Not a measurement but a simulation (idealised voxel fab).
process module | voxel gate over fins
cross-section cut | 300 nm wide | cells 5 nm
A cross-section is a grid of square cells, given in bands from the top down. A band is one or more rows of cells.
Each band's line starts with the height of the band's top and of its bottom, in nm. Then come its materials from left to right, each with its width in nm. One material with "throughout" fills the band from edge to edge. "air" is empty space.
Height 0 is the level under which the wafer as received is all one material. The lowest band goes on downwards, as in "0 down".
A width such as "30 to 40" changes by the same amount from each row of cells to the next, from the band's top row to its bottom row.
"no change" after a step means that no cell of the cross-section changed.
closed voids: empty space of 8 cells or more with no open way to the top, each as width x height at its distance from the left edge, in nm
after a step's settings: what the simulator itself notes on the step
overlay nm, on a step with a mask: how far to the right of its planned place the mask lay; to the left if negative
plan
1 op RECEIVE | material Si
2 op CONFORMAL_DEP | material SiN | thk nm 10
3 op PATTERN | tone cover | mask id FINS | material resist | width nm 15 | pitch nm 45 | thk nm 20 | overlay nm 0
4 op DIRECTIONAL_ETCH | etch materials SiN | depth nm 10
5 op DIRECTIONAL_ETCH | etch materials Si | depth nm 40
6 op STRIP | etch materials resist
7 op OXIDIZE | depth nm 5
8 op FILL_DEP | material SiO2 | thk nm 5
9 op CMP | height nm 10
10 op SELECTIVE_ETCH | etch materials SiO2 | depth nm 20
11 op STRIP | etch materials SiN
12 op CONFORMAL_DEP | material HfO2 | thk nm 5
13 op CONFORMAL_DEP | material TiN | thk nm 5
14 op CONFORMAL_DEP | material TiAl | thk nm 5
15 op CONFORMAL_DEP | material TiN | thk nm 5
16 op FILL_DEP | material W | thk nm 10
17 op CMP | height nm 25
18 op CONFORMAL_DEP | material SiN | thk nm 5
as received, after step 1
  0 down: Si throughout
  closed voids: none
a wafer at the end: this start, this plan, one mistake
  30 to 25: SiN throughout
  25 to 20: W throughout
  20 to 15: W 105 | TiN 90 | W 105
  15 to 10: W 105 | TiN 5 | TiAl 35 | TiN 10 | TiAl 35 | TiN 5 | W 105
  10 to 5: W 105 | TiN 5 | TiAl 5 | TiN 25 | TiAl 5 | TiN 10 | TiAl 5 | TiN 25 | TiAl 5 | TiN 5 | W 105
  5 to 0: W 105 | TiN 5 | TiAl 5 | TiN 5 | HfO2 15 | TiN 5 | TiAl 5 | TiN 10 | TiAl 5 | TiN 5 | HfO2 15 | TiN 5 | TiAl 5 | TiN 5 | W 105
  0 to -10: W 105 | TiN 5 | TiAl 5 | TiN 5 | HfO2 5 | Si 5 | HfO2 5 | TiN 5 | TiAl 5 | TiN 10 | TiAl 5 | TiN 5 | HfO2 5 | Si 5 | HfO2 5 | TiN 5 | TiAl 5 | TiN 5 | W 105
  -10 to -15: TiN 110 | TiAl 5 | TiN 5 | HfO2 5 | Si 5 | HfO2 5 | TiN 5 | TiAl 5 | TiN 10 | TiAl 5 | TiN 5 | HfO2 5 | Si 5 | HfO2 5 | TiN 5 | TiAl 5 | TiN 110
  -15 to -20: TiAl 115 | TiN 5 | HfO2 5 | Si 5 | HfO2 5 | TiN 5 | TiAl 20 | TiN 5 | HfO2 5 | Si 5 | HfO2 5 | TiN 5 | TiAl 115
  -20 to -25: TiN 120 | HfO2 5 | Si 5 | HfO2 5 | TiN 30 | HfO2 5 | Si 5 | HfO2 5 | TiN 120
  -25 to -30: HfO2 125 | Si 5 | HfO2 40 | Si 5 | HfO2 125
  -30 to -45: SiO2 125 | Si 5 | SiO2 40 | Si 5 | SiO2 125
  -45 down: Si throughout
  closed voids: none
what went wrong: step 10 was run twice
